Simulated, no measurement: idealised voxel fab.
Name of the process module below: voxel ribs on slabs
For reference, the cross-section in this document is cut, with width 265 nm and square cells of 5 nm.
Reading order for cross-sections: top band down to bottom band. Underlying form: a grid of square cells. Band size: one or more rows of cells. The band entry comprises the height of the band's top followed by the height of its bottom, expressed in nm, and subsequently the band's materials from left to right, each stated together with its width in nm. Where a single material is marked with the word "throughout", that material fills the band from edge to edge. The word "blank" represents empty space. Heads up on the height convention: 0 is the point under which the incoming wafer is all one material, and the lowest band has no bottom, it just keeps going down, like "from 0 down". Width spec "30->40" -> top row of cells at first value, bottom row at second value, equal per-row change in between. It should be understood that the words "remained unchanged", when stated for a given step, signify that the cross-section underwent no change in any of its cells during that step. In the "Sealed void list" entry, you get each enclosed empty space of 8 cells or more, one with no open way to the top, written width x height at distance, distance from the left edge, in nm. What comes after the settings on a step's line is commentary from the simulator itself on that step. A step line may carry the setting "overlay nm", which, for steps involving a mask, states the distance by which the mask lay to the right of its intended position; negative values denote displacement to the left.
## Process steps (planned)
- 1: RECEIVE: material Si
- 2: DIRECTIONAL_DEP: material SiO2, thk nm 30
- 3: DIRECTIONAL_DEP: material polySi, thk nm 20
- 4: DIRECTIONAL_DEP: material aC, thk nm 10
- 5: PATTERN: tone cover, mask id RIB, material resist, width nm 25, thk nm 25, overlay nm 0
- 6: DIRECTIONAL_ETCH: etch materials aC, depth nm 10
- 7: STRIP: etch materials resist
- 8: DIRECTIONAL_ETCH: etch materials polySi, depth nm 10
- 9: STRIP: etch materials aC
- 10: MASKED_ETCH: tone cover, mask id SLAB, width nm 85, etch materials polySi, depth nm 10, overlay nm 0
- 11: FILL_DEP: material SiO2, thk nm 30
- 12: CMP: height nm 70
- 13: DIRECTIONAL_DEP: material TiN, thk nm 5
- 14: DIRECTIONAL_DEP: material aC, thk nm 10
- 15: PATTERN: tone cover, mask id HEATER, material resist, width nm 35, thk nm 30, overlay nm 0
- 16: DIRECTIONAL_ETCH: etch materials aC, depth nm 10
- 17: STRIP: etch materials resist
- 18: DIRECTIONAL_ETCH: etch materials TiN, depth nm 5
- 19: STRIP: etch materials aC
- 20: CONFORMAL_DEP: material SiN, thk nm 5
## Cross-section: wafer on arrival = after step 1
	from 0 down | Si throughout
	Sealed void list: none
## The module was run from the start shown above using the plan shown above, but one mistake was made doing it; the resulting wafer cross-section is below
	from 80 to 75 | 110 of blank  45 of SiN  110 of blank
	from 75 to 70 | 115 of SiN  35 of TiN  115 of SiN
	from 70 to 50 | SiO2 throughout
	from 50 to 40 | 130 of SiO2  25 of polySi  110 of SiO2
	from 40 to 30 | 90 of SiO2  85 of polySi  90 of SiO2
	from 30 to 0 | SiO2 throughout
	from 0 down | Si throughout
	Sealed void list: none
The mistake made against the process plan was this: so step 5 ended up running with a different setting than we planned, it ran as PATTERN: tone cover, mask id RIB, material resist, width nm 25, thk nm 25, overlay nm 10
